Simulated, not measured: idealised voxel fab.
process module | voxel transistor to metal
cross-section cut | 200 nm wide | cells 5 nm
A cross-section is a grid of square cells, given in bands from the top down. A band is one or more rows of cells.
Each band's line starts with the height of the band's top and of its bottom, in nm. Then come its materials from left to right, each with its width in nm. One material with "throughout" fills the band from edge to edge. "air" is empty space.
Height 0 is the level under which the wafer as received is all one material. The lowest band goes on downwards, as in "0 down".
A width such as "30 to 40" changes by the same amount from each row of cells to the next, from the band's top row to its bottom row.
"no change" after a step means that no cell of the cross-section changed.
closed voids: empty space of 8 cells or more with no open way to the top, each as width x height at its distance from the left edge, in nm
after a step's settings: what the simulator itself notes on the step
overlay nm, on a step with a mask: how far to the right of its planned place the mask lay; to the left if negative
plan
1 op RECEIVE | material Si
2 op CONFORMAL_DEP | material SiO2 | thk nm 5
3 op CONFORMAL_DEP | material SiN | thk nm 15
4 op PATTERN | tone cover | mask id ACTIVE | material resist | width nm 100 | thk nm 15 | overlay nm 0
5 op DIRECTIONAL_ETCH | etch materials SiN | depth nm 15
6 op DIRECTIONAL_ETCH | etch materials SiO2 | depth nm 5
7 op DIRECTIONAL_ETCH | etch materials Si | depth nm 35
8 op STRIP | etch materials resist
9 op FILL_DEP | material SiO2 | thk nm 15
10 op CMP | height nm 20
11 op SELECTIVE_ETCH | etch materials SiO2 | depth nm 5
12 op STRIP | etch materials SiN
13 op SELECTIVE_ETCH | etch materials SiO2 | depth nm 5
14 op OXIDIZE | depth nm 5
15 op DIRECTIONAL_DEP | material polySi | thk nm 30
16 op DIRECTIONAL_DEP | material SiCN | thk nm 10
17 op PATTERN | tone cover | mask id GATE | material resist | width nm 20 | thk nm 15 | overlay nm 0
18 op DIRECTIONAL_ETCH | etch materials SiCN | depth nm 20
19 op DIRECTIONAL_ETCH | etch materials polySi | depth nm 40
20 op STRIP | etch materials resist
21 op CONFORMAL_DEP | material SiO2 | thk nm 5
22 op DIRECTIONAL_ETCH | etch materials SiO2 | depth nm 5
23 op CONFORMAL_DEP | material SiN | thk nm 5
24 op DIRECTIONAL_ETCH | etch materials SiN | depth nm 5
25 op DIRECTIONAL_ETCH | etch materials SiO2 | depth nm 5
26 op DIRECTIONAL_ETCH | etch materials Si | depth nm 15
27 op EPI | material SiGe | thk nm 15
28 op FILL_DEP | material SiO2 | thk nm 5
29 op CMP | height nm 40
30 op DIRECTIONAL_DEP | material SiO2 | thk nm 15
31 op MASKED_ETCH | tone open | mask id CONTACT | width nm 20 | pitch nm 70 | etch materials SiO2 | depth nm 45 | overlay nm 0
32 op CONFORMAL_DEP | material TiN | thk nm 5
33 op FILL_DEP | material W | thk nm 10
34 op CMP | height nm 55
35 op DIRECTIONAL_DEP | material TiN | thk nm 5
36 op DIRECTIONAL_DEP | material Ru | thk nm 20
37 op DIRECTIONAL_DEP | material aC | thk nm 15
38 op PATTERN | tone cover | mask id METAL_1 | material resist | width nm 20 | pitch nm 70 | thk nm 30 | overlay nm 0
39 op DIRECTIONAL_ETCH | etch materials aC | depth nm 15
40 op STRIP | etch materials resist
41 op DIRECTIONAL_ETCH | etch materials Ru | depth nm 20
42 op DIRECTIONAL_ETCH | etch materials TiN | depth nm 5
43 op STRIP | etch materials aC
44 op FILL_DEP | material lowk | thk nm 10
45 op CMP | height nm 80
46 op CONFORMAL_DEP | material SiCN | thk nm 5
47 op DIRECTIONAL_DEP | material SiO2 | thk nm 30
48 op PATTERN | tone open | mask id METAL_2_HOLES | material resist | width nm 15 | pitch nm 70 | thk nm 20 | overlay nm 0
49 op DIRECTIONAL_ETCH | etch materials SiO2 | depth nm 30
50 op STRIP | etch materials resist
51 op DIRECTIONAL_DEP | material aC | thk nm 15
52 op PATTERN | tone open | mask id METAL_2 | material resist | width nm 20 | pitch nm 70 | thk nm 30 | overlay nm 0
53 op DIRECTIONAL_ETCH | etch materials aC | depth nm 15
54 op STRIP | etch materials resist
55 op DIRECTIONAL_ETCH | etch materials SiO2 | depth nm 15
56 op DIRECTIONAL_ETCH | etch materials SiCN | depth nm 5
57 op STRIP | etch materials aC
58 op CONFORMAL_DEP | material TiN | thk nm 5
59 op FILL_DEP | material Cu | thk nm 10
60 op CMP | height nm 115
61 op CONFORMAL_DEP | material SiN | thk nm 5
as received, after step 1
  0 down: Si throughout
  closed voids: none
first wafer at the end, as planned
  120 to 115: SiN throughout
  115 to 105: SiO2 55 | TiN 5 | Cu 10 | TiN 5 | SiO2 50 | TiN 5 | Cu 10 | TiN 5 | SiO2 55
  105 to 100: SiO2 55 | TiN 5 | Cu 5 | TiN 10 | SiO2 50 | TiN 5 | Cu 5 | TiN 10 | SiO2 55
  100 to 85: SiO2 55 | TiN 5 | Cu 5 | TiN 5 | SiO2 55 | TiN 5 | Cu 5 | TiN 5 | SiO2 60
  85 to 80: SiCN 55 | TiN 15 | SiCN 55 | TiN 15 | SiCN 60
  80 to 60: lowk 55 | Ru 20 | lowk 50 | Ru 20 | lowk 55
  60 to 55: lowk 55 | TiN 20 | lowk 50 | TiN 20 | lowk 55
  55 to 40: SiO2 55 | TiN 5 | W 10 | TiN 5 | SiO2 50 | TiN 5 | W 10 | TiN 5 | SiO2 55
  40 to 30: SiO2 55 | TiN 5 | W 10 | TiN 5 | SiO2 5 | SiN 5 | SiO2 5 | SiCN 20 | SiO2 5 | SiN 5 | SiO2 5 | TiN 5 | W 10 | TiN 5 | SiO2 55
  30 to 15: SiO2 55 | TiN 5 | W 10 | TiN 5 | SiO2 5 | SiN 5 | SiO2 5 | polySi 20 | SiO2 5 | SiN 5 | SiO2 5 | TiN 5 | W 10 | TiN 5 | SiO2 55
  15 to 10: SiO2 55 | TiN 20 | SiO2 5 | SiN 5 | SiO2 5 | polySi 20 | SiO2 5 | SiN 5 | SiO2 5 | TiN 20 | SiO2 55
  10 to 0: SiO2 50 | SiN 5 | SiGe 25 | SiN 5 | SiO2 5 | polySi 20 | SiO2 5 | SiN 5 | SiGe 25 | SiN 5 | SiO2 50
  0 to -5: SiO2 55 | SiGe 25 | SiO2 40 | SiGe 25 | SiO2 55
  -5 to -20: SiO2 50 | Si 5 | SiGe 25 | Si 40 | SiGe 25 | Si 5 | SiO2 50
  -20 to -35: SiO2 50 | Si 100 | SiO2 50
  -35 down: Si throughout
  closed voids: none
second wafer at the end: like start, like plan, one mistake
  120 to 115: SiN throughout
  115 to 105: SiO2 55 | TiN 5 | Cu 10 | TiN 5 | SiO2 50 | TiN 5 | Cu 10 | TiN 5 | SiO2 55
  105 to 100: SiO2 55 | TiN 5 | Cu 5 | TiN 10 | SiO2 50 | TiN 5 | Cu 5 | TiN 10 | SiO2 55
  100 to 85: SiO2 55 | TiN 5 | Cu 5 | TiN 5 | SiO2 55 | TiN 5 | Cu 5 | TiN 5 | SiO2 60
  85 to 80: SiCN 55 | TiN 15 | SiCN 55 | TiN 15 | SiCN 60
  80 to 60: lowk 55 | Ru 20 | lowk 50 | Ru 20 | lowk 55
  60 to 55: lowk 55 | TiN 20 | lowk 50 | TiN 20 | lowk 55
  55 to 45: W 50 | TiN 5 | SiO2 20 | TiN 5 | W 40 | TiN 5 | SiO2 20 | TiN 5 | W 50
  45 to 40: W 50 | TiN 5 | SiO2 20 | TiN 50 | SiO2 20 | TiN 5 | W 50
  40 to 30: W 50 | TiN 5 | SiO2 20 | TiN 5 | SiN 5 | TiN 5 | SiCN 20 | TiN 5 | SiN 5 | TiN 5 | SiO2 20 | TiN 5 | W 50
  30 to 15: W 50 | TiN 5 | SiO2 20 | TiN 5 | SiN 5 | TiN 5 | polySi 20 | TiN 5 | SiN 5 | TiN 5 | SiO2 20 | TiN 5 | W 50
  15 to 10: TiN 55 | SiO2 20 | TiN 5 | SiN 5 | TiN 5 | polySi 20 | TiN 5 | SiN 5 | TiN 5 | SiO2 20 | TiN 55
  10 to 0: SiO2 50 | SiN 5 | SiGe 25 | SiN 5 | SiO2 5 | polySi 20 | SiO2 5 | SiN 5 | SiGe 25 | SiN 5 | SiO2 50
  0 to -5: SiO2 55 | SiGe 25 | SiO2 40 | SiGe 25 | SiO2 55
  -5 to -20: SiO2 50 | Si 5 | SiGe 25 | Si 40 | SiGe 25 | Si 5 | SiO2 50
  -20 to -35: SiO2 50 | Si 100 | SiO2 50
  -35 down: Si throughout
  closed voids: none
what went wrong: step 31 ran as: op MASKED_ETCH | tone cover | mask id CONTACT | width nm 20 | pitch nm 70 | etch materials SiO2 | depth nm 45 | overlay nm 0
at the end the second wafer has, in cells: 180 fewer of SiO2 | 36 more of TiN | 144 more of W
